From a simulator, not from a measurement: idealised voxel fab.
Presented below is a process module, voxel self aligned contacts.
For reference, the cross-section in this document is cut, with width 225 nm and square cells of 5 nm.
Cross-sections here: square-cell grids, written as top-down lists of bands, a band being one or more rows of cells.
The band entry comprises the height of the band's top followed by the height of its bottom, expressed in nm, and subsequently the band's materials from left to right, each stated together with its width in nm. Where a single material is marked with the word "all across", that material fills the band from edge to edge. The word "air" represents empty space.
Height 0 is the level under which the wafer as received is all one material. The lowest band goes on downwards, as in "from 0 down".
Read "30 to 40" as a graded width: first number on top, second number at the bottom, same change between each pair of neighbouring rows.
Take "no alterations made" at face value: in the step it is given for, the cross-section changed in none of its cells.
Voids not open to the top, 8 cells minimum: see "Voids lacking openings". Written width x height at distance; distance is from the left edge; nm.
Step line, after settings: the simulator's comment on this step.
overlay nm: mask offset rightward from planned place, masked step; negative means leftward offset.

So here's the lineup of process steps we planned:
1: RECEIVE (material Si)
2: OXIDIZE (depth nm 5)
3: DIRECTIONAL_DEP (material polySi; thk nm 30)
4: DIRECTIONAL_DEP (material SiN; thk nm 25)
5: MASKED_ETCH (tone cover; mask id GATE; width nm 30; pitch nm 75; etch materials SiN; depth nm 25; overlay nm 0)
6: MASKED_ETCH (tone cover; mask id GATE; width nm 30; pitch nm 75; etch materials polySi; depth nm 30; overlay nm 0)
7: CONFORMAL_DEP (material SiN; thk nm 10)
8: DIRECTIONAL_ETCH (etch materials SiN; depth nm 10)
9: FILL_DEP (material SiO2; thk nm 10)
10: CMP (height nm 60)
11: PATTERN (tone open; mask id CONTACT; material resist; width nm 55; pitch nm 75; thk nm 15; overlay nm 0)
12: DIRECTIONAL_ETCH (etch materials SiO2; depth nm 65)
13: STRIP (etch materials resist)
14: CONFORMAL_DEP (material TiN; thk nm 5)
15: FILL_DEP (material Ru; thk nm 5)
16: CMP (height nm 60)
17: CONFORMAL_DEP (material SiCN; thk nm 5)

Wafer at receipt (post step 1), cross-section:
from 0 down: Si all across
Voids lacking openings: none

End-of-module XS, first of two wafers, run as planned:
from 65 to 60: SiCN all across
from 60 to 55: SiO2=45, TiN=20, Ru=15, TiN=20, SiO2=20, TiN=20, Ru=15, TiN=20, SiO2=50
from 55 to 30: SiO2=10, SiN=50, TiN=5, Ru=15, TiN=5, SiN=50, TiN=5, Ru=15, TiN=5, SiN=50, SiO2=15
from 30 to 0: SiO2=10, SiN=10, polySi=30, SiN=10, TiN=5, Ru=15, TiN=5, SiN=10, polySi=30, SiN=10, TiN=5, Ru=15, TiN=5, SiN=10, polySi=30, SiN=10, SiO2=15
from 0 to -5: SiO2=60, TiN=25, SiO2=50, TiN=25, SiO2=65
from -5 down: Si all across
Voids lacking openings: none

So this is wafer number two of the two, cut at the end of the module - it started where the first did and had the same plan, we just got one thing wrong running it:
from 65 to 60: SiCN all across
from 60 to 55: Ru=5, TiN=40, SiO2=55, TiN=20, SiO2=55, TiN=40, Ru=10
from 55 to 30: Ru=5, TiN=5, SiN=50, SiO2=25, SiN=50, SiO2=25, SiN=50, TiN=5, Ru=10
from 30 to 0: Ru=5, TiN=5, SiN=10, polySi=30, SiN=10, SiO2=25, SiN=10, polySi=30, SiN=10, SiO2=25, SiN=10, polySi=30, SiN=10, TiN=5, Ru=10
from 0 to -5: TiN=10, SiO2=200, TiN=15
from -5 down: Si all across
Voids lacking openings: none
what went wrong: for step 11, the planned setting was not used; the step was instead run as PATTERN (tone cover; mask id CONTACT; material resist; width nm 55; pitch nm 75; thk nm 15; overlay nm 0)
The final cell counts differ between the wafers, with the second having more or fewer of some materials than the first: Ru: 36 fewer; SiO2: 59 more; TiN: 23 fewer
